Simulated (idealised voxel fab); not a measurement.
voxel self aligned vias: a process module
The cross-section shown here is cut; it is 170 nm wide and divided into square cells measuring 5 nm on a side.
Cross-section format: a grid of square cells, given as bands from top to bottom; each band is one or more rows of cells.
Quick guide to a band line: top height, bottom height (nm) up front; then every material left to right with its width in nm. Only one material and it's marked "full width"? Then it fills the band edge to edge. And "empty" just means empty space.
It should be noted that heights are counted from 0, beneath which the wafer as supplied is of one material throughout, and that the lowest band possesses no lower boundary but continues downward, as written in "top 0, no bottom".
It should be noted that a width expressed as "30..40" varies in equal increments from row to row of cells within the band, taking the value of the first number at the top row and that of the second number at the bottom row.
"remained unchanged" (step): cross-section cells unchanged, all of them.
This entry, "Sealed internal voids", enumerates those empty regions of no fewer than 8 cells that possess no open connection to the top. Each region is reported in the form width x height at distance, the distance being taken from the left edge, with all three quantities expressed in nm.
It should be noted that, on the line of a given step, the content following the step's settings is a remark produced by the simulator itself with respect to that step.
overlay nm: step with mask; distance mask lay right of planned place; negative value = left of planned place.

THE STEPS PLANNED FOR THE PROCESS ARE AS FOLLOWS
1. RECEIVE | material Si
2. CONFORMAL_DEP | material SiO2 | thk nm 10
3. CONFORMAL_DEP | material SiCN | thk nm 5
4. DIRECTIONAL_DEP | material lowk | thk nm 20
5. MASKED_ETCH | tone open | mask id LINES | width nm 20 | pitch nm 70 | etch materials lowk | depth nm 20 | overlay nm 0
6. CONFORMAL_DEP | material TiN | thk nm 5
7. FILL_DEP | material Ru | thk nm 5
8. CMP | height nm 35
9. SELECTIVE_ETCH | etch materials W Ru TiN | depth nm 10
10. FILL_DEP | material SiN | thk nm 10
11. CMP | height nm 35
12. DIRECTIONAL_DEP | material lowk | thk nm 15
13. DIRECTIONAL_DEP | material aC | thk nm 10
14. PATTERN | tone open | mask id VIAS | material resist | width nm 40 | pitch nm 70 | thk nm 25 | overlay nm 0
15. DIRECTIONAL_ETCH | etch materials aC | depth nm 10
16. STRIP | etch materials resist
17. DIRECTIONAL_ETCH | etch materials lowk | depth nm 15
18. DIRECTIONAL_ETCH | etch materials SiN | depth nm 10
19. STRIP | etch materials aC
20. CONFORMAL_DEP | material TiN | thk nm 5
21. FILL_DEP | material W | thk nm 10
22. CMP | height nm 50
23. CONFORMAL_DEP | material SiCN | thk nm 5

HERE'S WHAT THE WAFER LOOKED LIKE IN CROSS-SECTION WHEN IT ARRIVED - THAT'S AFTER STEP 1
  top 0, no bottom | Si full width
  Sealed internal voids: none

THE FIRST OF THE TWO WAFERS AS SEEN IN CROSS-SECTION ONCE THE MODULE WAS FINISHED; PROCESSING FOLLOWED THE PLAN
  top 55, bottom 50 | SiCN full width
  top 50, bottom 40 | lowk=30 / TiN=5 / W=30 / TiN=5 / lowk=30 / TiN=5 / W=30 / TiN=5 / lowk=30
  top 40, bottom 30 | lowk=30..40 / TiN=15..5 / W=10 / TiN=15..5 / lowk=30..50 / TiN=15..5 / W=10 / TiN=15..5 / lowk=30..40
  top 30, bottom 25 | lowk=40 / TiN=20 / lowk=50 / TiN=20 / lowk=40
  top 25, bottom 20 | lowk=40 / TiN=5 / Ru=10 / TiN=5 / lowk=50 / TiN=5 / Ru=10 / TiN=5 / lowk=40
  top 20, bottom 15 | lowk=40 / TiN=20 / lowk=50 / TiN=20 / lowk=40
  top 15, bottom 10 | SiCN full width
  top 10, bottom 0 | SiO2 full width
  top 0, no bottom | Si full width
  Sealed internal voids: none

THIS IS THE SECOND OF THE TWO WAFERS, CROSS-SECTIONED AT THE END OF THE MODULE; IT STARTED EXACTLY LIKE THE FIRST AND WAS GIVEN THE SAME PLAN, BUT IT WAS RUN WITH ONE MISTAKE
  top 55, bottom 50 | SiCN full width
  top 50, bottom 35 | lowk=30 / TiN=5 / W=30 / TiN=5 / lowk=30 / TiN=5 / W=30 / TiN=5 / lowk=30
  top 35, bottom 30 | SiN=30 / TiN=15 / W=10 / TiN=15 / SiN=30 / TiN=15 / W=10 / TiN=15 / SiN=30
  top 30, bottom 25 | lowk=40 / TiN=20 / lowk=50 / TiN=20 / lowk=40
  top 25, bottom 15 | lowk=40 / TiN=5 / Ru=10 / TiN=5 / lowk=50 / TiN=5 / Ru=10 / TiN=5 / lowk=40
  top 15, bottom 10 | lowk=40 / TiN=20 / lowk=50 / TiN=20 / lowk=40
  top 10, bottom 0 | SiO2 full width
  top 0, no bottom | Si full width
  Sealed internal voids: none
Run error: step 3 in the plan did not get run; it was skipped
Heads up, by the end the second wafer has more or fewer cells of some materials compared to the first: +4 Ru, -34 SiCN, +18 SiN, +4 TiN, +8 W
